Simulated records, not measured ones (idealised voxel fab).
process module | voxel wiring stack
cross-section cut | 195 nm wide | cells 5 nm
A cross-section is a grid of square cells, given in bands from the top down. A band is one or more rows of cells.
Each band's line starts with the height of the band's top and of its bottom, in nm. Then come its materials from left to right, each with its width in nm. One material with "throughout" fills the band from edge to edge. "air" is empty space.
Height 0 is the level under which the wafer as received is all one material. The lowest band goes on downwards, as in "0 down".
A width such as "30 to 40" changes by the same amount from each row of cells to the next, from the band's top row to its bottom row.
"no change" after a step means that no cell of the cross-section changed.
closed voids: empty space of 8 cells or more with no open way to the top, each as width x height at its distance from the left edge, in nm
after a step's settings: what the simulator itself notes on the step
overlay nm, on a step with a mask: how far to the right of its planned place the mask lay; to the left if negative
plan
1 op RECEIVE | material Si
2 op CONFORMAL_DEP | material SiO2 | thk nm 15
3 op CONFORMAL_DEP | material SiN | thk nm 5
4 op DIRECTIONAL_DEP | material SiO2 | thk nm 25
5 op DIRECTIONAL_DEP | material aC | thk nm 10
6 op PATTERN | tone open | mask id METAL_1 | material resist | width nm 25 | pitch nm 45 | thk nm 25 | overlay nm 0
7 op DIRECTIONAL_ETCH | etch materials aC | depth nm 10
8 op STRIP | etch materials resist
9 op DIRECTIONAL_ETCH | etch materials SiO2 | depth nm 25
10 op DIRECTIONAL_ETCH | etch materials SiN | depth nm 5
11 op STRIP | etch materials aC
12 op CONFORMAL_DEP | material TiN | thk nm 5
13 op FILL_DEP | material Ru | thk nm 5
14 op CMP | height nm 45
15 op EPI | material Ru | thk nm 5
16 op FILL_DEP | material SiCN | thk nm 5
17 op DIRECTIONAL_DEP | material SiO2 | thk nm 30
18 op DIRECTIONAL_DEP | material aC | thk nm 15
19 op PATTERN | tone open | mask id METAL_2 | material resist | width nm 25 | pitch nm 45 | thk nm 30 | overlay nm 0
20 op DIRECTIONAL_ETCH | etch materials aC | depth nm 15
21 op STRIP | etch materials resist
22 op DIRECTIONAL_ETCH | etch materials SiO2 | depth nm 15
23 op STRIP | etch materials aC
24 op DIRECTIONAL_DEP | material aC | thk nm 10
25 op PATTERN | tone open | mask id METAL_2_HOLES | material resist | width nm 15 | pitch nm 90 | thk nm 30 | overlay nm 0
26 op DIRECTIONAL_ETCH | etch materials aC | depth nm 10
27 op STRIP | etch materials resist
28 op DIRECTIONAL_ETCH | etch materials SiO2 | depth nm 15
29 op DIRECTIONAL_ETCH | etch materials SiCN | depth nm 5
30 op STRIP | etch materials aC
31 op CONFORMAL_DEP | material TiN | thk nm 5
32 op FILL_DEP | material Cu | thk nm 5
33 op CMP | height nm 85
34 op CONFORMAL_DEP | material SiCN | thk nm 5
35 op DIRECTIONAL_DEP | material lowk | thk nm 10
36 op DIRECTIONAL_DEP | material aC | thk nm 15
37 op PATTERN | tone open | mask id PLUG_2 | material resist | width nm 15 | pitch nm 45 | thk nm 30 | overlay nm 0
38 op DIRECTIONAL_ETCH | etch materials aC | depth nm 15
39 op STRIP | etch materials resist
40 op DIRECTIONAL_ETCH | etch materials lowk | depth nm 10
41 op DIRECTIONAL_ETCH | etch materials SiCN | depth nm 5
42 op STRIP | etch materials aC
43 op CONFORMAL_DEP | material TiN | thk nm 5
44 op FILL_DEP | material Ru | thk nm 10
45 op CMP | height nm 100
46 op DIRECTIONAL_DEP | material TiN | thk nm 5
47 op DIRECTIONAL_DEP | material W | thk nm 15
48 op MASKED_ETCH | tone cover | mask id METAL_3 | width nm 25 | pitch nm 45 | etch materials W | depth nm 15 | overlay nm 0
49 op MASKED_ETCH | tone cover | mask id METAL_3 | width nm 25 | pitch nm 45 | etch materials TiN | depth nm 5 | overlay nm 0
50 op CONFORMAL_DEP | material SiN | thk nm 5
51 op FILL_DEP | material lowk | thk nm 5
52 op CMP | height nm 120
53 op CONFORMAL_DEP | material SiN | thk nm 5
as received, after step 1
  0 down: Si throughout
  closed voids: none
a wafer at the end: this start, this plan, one mistake
  125 to 120: SiN throughout
  120 to 105: lowk 35 | SiN 5 | W 25 | SiN 5 | lowk 10 | SiN 5 | W 25 | SiN 5 | lowk 10 | SiN 5 | W 25 | SiN 5 | lowk 35
  105 to 100: SiN 40 | TiN 25 | SiN 20 | TiN 25 | SiN 20 | TiN 25 | SiN 40
  100 to 90: lowk 40 | TiN 5 | Ru 5 | TiN 5 | lowk 30 | TiN 5 | Ru 5 | TiN 5 | lowk 30 | TiN 5 | Ru 5 | TiN 5 | lowk 50
  90 to 85: SiCN 40 | TiN 15 | SiCN 30 | TiN 15 | SiCN 30 | TiN 15 | SiCN 50
  85 to 75: SiO2 40 | TiN 5 | Cu 15 | TiN 5 | SiO2 20 | TiN 5 | Cu 15 | TiN 5 | SiO2 20 | TiN 5 | Cu 15 | TiN 5 | SiO2 40
  75 to 70: SiO2 40 | TiN 5 | Cu 5 | TiN 15 | SiO2 20 | TiN 25 | SiO2 20 | TiN 5 | Cu 5 | TiN 15 | SiO2 40
  70 to 55: SiO2 40 | TiN 5 | Cu 5 | TiN 5 | SiO2 75 | TiN 5 | Cu 5 | TiN 5 | SiO2 50
  55 to 50: SiCN 40 | TiN 15 | SiCN 75 | TiN 15 | SiCN 50
  50 to 45: SiCN 35 | Ru 35 | SiCN 10 | Ru 35 | SiCN 10 | Ru 35 | SiCN 35
  45 to 35: SiO2 40 | TiN 5 | Ru 15 | TiN 5 | SiO2 20 | TiN 5 | Ru 15 | TiN 5 | SiO2 20 | TiN 5 | Ru 15 | TiN 5 | SiO2 40
  35 to 30: SiN 40 | TiN 25 | SiN 20 | TiN 25 | SiN 20 | TiN 25 | SiN 40
  30 to 0: SiO2 throughout
  0 down: Si throughout
  closed voids: none
what went wrong: step 2 was run twice
